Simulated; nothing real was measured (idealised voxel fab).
A process module follows: voxel double patterning.
Xsec cut, 215 nm wide, square cell size 5 nm.
The cross-sections in this document take the form of a grid made of square cells. They are written out as bands, in order from top to bottom. Each band consists of one or more rows of cells.
First you get the band's top height and its bottom height, in nm, and then the materials it's made of, left to right, with each width in nm. If you see a single material with "everywhere", that one covers the band edge to edge. "blank" is empty space.
Convention: height 0 is the level below which the wafer, as received, is all one material. The lowest band does not terminate at the bottom but continues downward, represented as "z 0 and below".
Width: "30 to 40" (first number = top row, second number = bottom row, same change from row to row of cells).
Step note "no change occurred" = no cross-section cell changed.
In the "Fully closed voids" entry, you get each enclosed empty space of 8 cells or more, one with no open way to the top, written width x height at distance, distance from the left edge, in nm.
Note: text after step settings on the step line = simulator remark on that step.
"overlay nm" denotes, for a step that has a mask, the displacement of the mask to the right of its planned place, with negative values corresponding to the left.
### Here's what the planned process steps look like
1 RECEIVE,material Si
2 CONFORMAL_DEP,material SiO2,thk nm 10
3 DIRECTIONAL_DEP,material polySi,thk nm 10
4 DIRECTIONAL_DEP,material SiCN,thk nm 10
5 PATTERN,tone open,mask id FIRST,material resist,width nm 15,pitch nm 50,thk nm 15,overlay nm 0
6 DIRECTIONAL_ETCH,etch materials SiCN,depth nm 10
7 STRIP,etch materials resist
8 DIRECTIONAL_DEP,material aC,thk nm 10
9 PATTERN,tone open,mask id SECOND,material resist,width nm 15,pitch nm 50,thk nm 30,overlay nm 0
10 DIRECTIONAL_ETCH,etch materials aC,depth nm 10
11 STRIP,etch materials resist
12 DIRECTIONAL_ETCH,etch materials SiCN,depth nm 10
13 STRIP,etch materials aC
14 DIRECTIONAL_ETCH,etch materials polySi,depth nm 10
15 STRIP,etch materials SiCN
### Account of the first of two wafers, which was processed as intended
### Cross-sectional view of the wafer in its as-received condition, corresponding to the state after step 1
	z 0 and below: Si everywhere
	Fully closed voids: none
### After step 2: wafer cross-section
	z 10 to 0: SiO2 everywhere
	Nothing below the height 0 has changed.
### After step 3: wafer cross-section
	z 20 to 10: polySi everywhere
	Nothing below the height 10 has changed.
### After step 4: wafer cross-section
	z 30 to 20: SiCN everywhere
	Nothing below the height 20 has changed.
### After step 5: wafer cross-section
	z 45 to 30: resist 50 nm, then blank 15 nm, then resist 35 nm, then blank 15 nm, then resist 35 nm, then blank 15 nm, then resist 50 nm
	Nothing below the height 30 has changed.
### After step 6: wafer cross-section
	z 45 to 30: resist 50 nm, then blank 15 nm, then resist 35 nm, then blank 15 nm, then resist 35 nm, then blank 15 nm, then resist 50 nm
	z 30 to 20: SiCN 50 nm, then blank 15 nm, then SiCN 35 nm, then blank 15 nm, then SiCN 35 nm, then blank 15 nm, then SiCN 50 nm
	Nothing below the height 20 has changed.
### After step 7: wafer cross-section
	z 30 to 20: SiCN 50 nm, then blank 15 nm, then SiCN 35 nm, then blank 15 nm, then SiCN 35 nm, then blank 15 nm, then SiCN 50 nm
	Nothing below the height 20 has changed.
### After step 8: wafer cross-section
	z 40 to 30: aC 50 nm, then blank 15 nm, then aC 35 nm, then blank 15 nm, then aC 35 nm, then blank 15 nm, then aC 50 nm
	z 30 to 20: SiCN 50 nm, then aC 15 nm, then SiCN 35 nm, then aC 15 nm, then SiCN 35 nm, then aC 15 nm, then SiCN 50 nm
	Nothing below the height 20 has changed.
### After step 9: wafer cross-section
	z 70 to 40: resist 75 nm, then blank 15 nm, then resist 35 nm, then blank 15 nm, then resist 75 nm
	z 40 to 30: aC 50 nm, then resist 15 nm, then aC 35 nm, then resist 15 nm, then aC 35 nm, then resist 15 nm, then aC 50 nm
	Nothing below the height 30 has changed.
### After step 10: wafer cross-section
	z 60 to 40: resist 75 nm, then blank 15 nm, then resist 35 nm, then blank 15 nm, then resist 75 nm
	z 40 to 30: aC 50 nm, then resist 15 nm, then aC 10 nm, then blank 15 nm, then aC 10 nm, then resist 15 nm, then aC 10 nm, then blank 15 nm, then aC 10 nm, then resist 15 nm, then aC 50 nm
	Nothing below the height 30 has changed.
### After step 11: wafer cross-section
	z 40 to 30: aC 50 nm, then blank 15 nm, then aC 10 nm, then blank 15 nm, then aC 10 nm, then blank 15 nm, then aC 10 nm, then blank 15 nm, then aC 10 nm, then blank 15 nm, then aC 50 nm
	Nothing below the height 30 has changed.
### After step 12: wafer cross-section
	z 40 to 30: aC 50 nm, then blank 15 nm, then aC 10 nm, then blank 15 nm, then aC 10 nm, then blank 15 nm, then aC 10 nm, then blank 15 nm, then aC 10 nm, then blank 15 nm, then aC 50 nm
	z 30 to 20: SiCN 50 nm, then aC 15 nm, then SiCN 10 nm, then blank 15 nm, then SiCN 10 nm, then aC 15 nm, then SiCN 10 nm, then blank 15 nm, then SiCN 10 nm, then aC 15 nm, then SiCN 50 nm
	Nothing below the height 20 has changed.
### After step 13: wafer cross-section
	z 30 to 20: SiCN 50 nm, then blank 15 nm, then SiCN 10 nm, then blank 15 nm, then SiCN 10 nm, then blank 15 nm, then SiCN 10 nm, then blank 15 nm, then SiCN 10 nm, then blank 15 nm, then SiCN 50 nm
	Nothing below the height 20 has changed.
### After step 14: wafer cross-section
	z 30 to 20: SiCN 50 nm, then blank 15 nm, then SiCN 10 nm, then blank 15 nm, then SiCN 10 nm, then blank 15 nm, then SiCN 10 nm, then blank 15 nm, then SiCN 10 nm, then blank 15 nm, then SiCN 50 nm
	z 20 to 10: polySi 50 nm, then blank 15 nm, then polySi 10 nm, then blank 15 nm, then polySi 10 nm, then blank 15 nm, then polySi 10 nm, then blank 15 nm, then polySi 10 nm, then blank 15 nm, then polySi 50 nm
	Nothing below the height 10 has changed.
### After step 15: wafer cross-section
	z 20 to 10: polySi 50 nm, then blank 15 nm, then polySi 10 nm, then blank 15 nm, then polySi 10 nm, then blank 15 nm, then polySi 10 nm, then blank 15 nm, then polySi 10 nm, then blank 15 nm, then polySi 50 nm
	Nothing below the height 10 has changed.
### The Second Wafer: Common Origin and Plan, One Mistake in Execution, Identical to the First Through Step 1
Second wafer: cross-section at the scheduled end of step 2: no change occurred
### Second wafer: cross-section at the scheduled end of step 3
	z 10 to 0: polySi everywhere
	Nothing below the height 0 has changed.
### Second wafer: cross-section at the scheduled end of step 4
	z 20 to 10: SiCN everywhere
	Nothing below the height 10 has changed.
### Second wafer: cross-section at the scheduled end of step 5
	z 35 to 20: resist 50 nm, then blank 15 nm, then resist 35 nm, then blank 15 nm, then resist 35 nm, then blank 15 nm, then resist 50 nm
	Nothing below the height 20 has changed.
### Second wafer: cross-section at the scheduled end of step 6
	z 35 to 20: resist 50 nm, then blank 15 nm, then resist 35 nm, then blank 15 nm, then resist 35 nm, then blank 15 nm, then resist 50 nm
	z 20 to 10: SiCN 50 nm, then blank 15 nm, then SiCN 35 nm, then blank 15 nm, then SiCN 35 nm, then blank 15 nm, then SiCN 50 nm
	Nothing below the height 10 has changed.
### Second wafer: cross-section at the scheduled end of step 7
	z 20 to 10: SiCN 50 nm, then blank 15 nm, then SiCN 35 nm, then blank 15 nm, then SiCN 35 nm, then blank 15 nm, then SiCN 50 nm
	Nothing below the height 10 has changed.
### Second wafer: cross-section at the scheduled end of step 8
	z 30 to 20: aC 50 nm, then blank 15 nm, then aC 35 nm, then blank 15 nm, then aC 35 nm, then blank 15 nm, then aC 50 nm
	z 20 to 10: SiCN 50 nm, then aC 15 nm, then SiCN 35 nm, then aC 15 nm, then SiCN 35 nm, then aC 15 nm, then SiCN 50 nm
	Nothing below the height 10 has changed.
### Second wafer: cross-section at the scheduled end of step 9
	z 60 to 30: resist 75 nm, then blank 15 nm, then resist 35 nm, then blank 15 nm, then resist 75 nm
	z 30 to 20: aC 50 nm, then resist 15 nm, then aC 35 nm, then resist 15 nm, then aC 35 nm, then resist 15 nm, then aC 50 nm
	Nothing below the height 20 has changed.
### Second wafer: cross-section at the scheduled end of step 10
	z 50 to 30: resist 75 nm, then blank 15 nm, then resist 35 nm, then blank 15 nm, then resist 75 nm
	z 30 to 20: aC 50 nm, then resist 15 nm, then aC 10 nm, then blank 15 nm, then aC 10 nm, then resist 15 nm, then aC 10 nm, then blank 15 nm, then aC 10 nm, then resist 15 nm, then aC 50 nm
	Nothing below the height 20 has changed.
### Second wafer: cross-section at the scheduled end of step 11
	z 30 to 20: aC 50 nm, then blank 15 nm, then aC 10 nm, then blank 15 nm, then aC 10 nm, then blank 15 nm, then aC 10 nm, then blank 15 nm, then aC 10 nm, then blank 15 nm, then aC 50 nm
	Nothing below the height 20 has changed.
### Second wafer: cross-section at the scheduled end of step 12
	z 30 to 20: aC 50 nm, then blank 15 nm, then aC 10 nm, then blank 15 nm, then aC 10 nm, then blank 15 nm, then aC 10 nm, then blank 15 nm, then aC 10 nm, then blank 15 nm, then aC 50 nm
	z 20 to 10: SiCN 50 nm, then aC 15 nm, then SiCN 10 nm, then blank 15 nm, then SiCN 10 nm, then aC 15 nm, then SiCN 10 nm, then blank 15 nm, then SiCN 10 nm, then aC 15 nm, then SiCN 50 nm
	Nothing below the height 10 has changed.
### Second wafer: cross-section at the scheduled end of step 13
	z 20 to 10: SiCN 50 nm, then blank 15 nm, then SiCN 10 nm, then blank 15 nm, then SiCN 10 nm, then blank 15 nm, then SiCN 10 nm, then blank 15 nm, then SiCN 10 nm, then blank 15 nm, then SiCN 50 nm
	Nothing below the height 10 has changed.
### Second wafer: cross-section at the scheduled end of step 14
	z 20 to 10: SiCN 50 nm, then blank 15 nm, then SiCN 10 nm, then blank 15 nm, then SiCN 10 nm, then blank 15 nm, then SiCN 10 nm, then blank 15 nm, then SiCN 10 nm, then blank 15 nm, then SiCN 50 nm
	z 10 to 0: polySi 50 nm, then blank 15 nm, then polySi 10 nm, then blank 15 nm, then polySi 10 nm, then blank 15 nm, then polySi 10 nm, then blank 15 nm, then polySi 10 nm, then blank 15 nm, then polySi 50 nm
	Nothing below the height 0 has changed.
### Second wafer: cross-section at the scheduled end of step 15
	z 10 to 0: polySi 50 nm, then blank 15 nm, then polySi 10 nm, then blank 15 nm, then polySi 10 nm, then blank 15 nm, then polySi 10 nm, then blank 15 nm, then polySi 10 nm, then blank 15 nm, then polySi 50 nm
	Nothing below the height 0 has changed.
What broke from the plan during processing? step 2 of the plan: omitted, not performed
Looking at both finished wafers in cells, the second ends up ahead of or behind the first on some materials: 86 fewer of SiO2
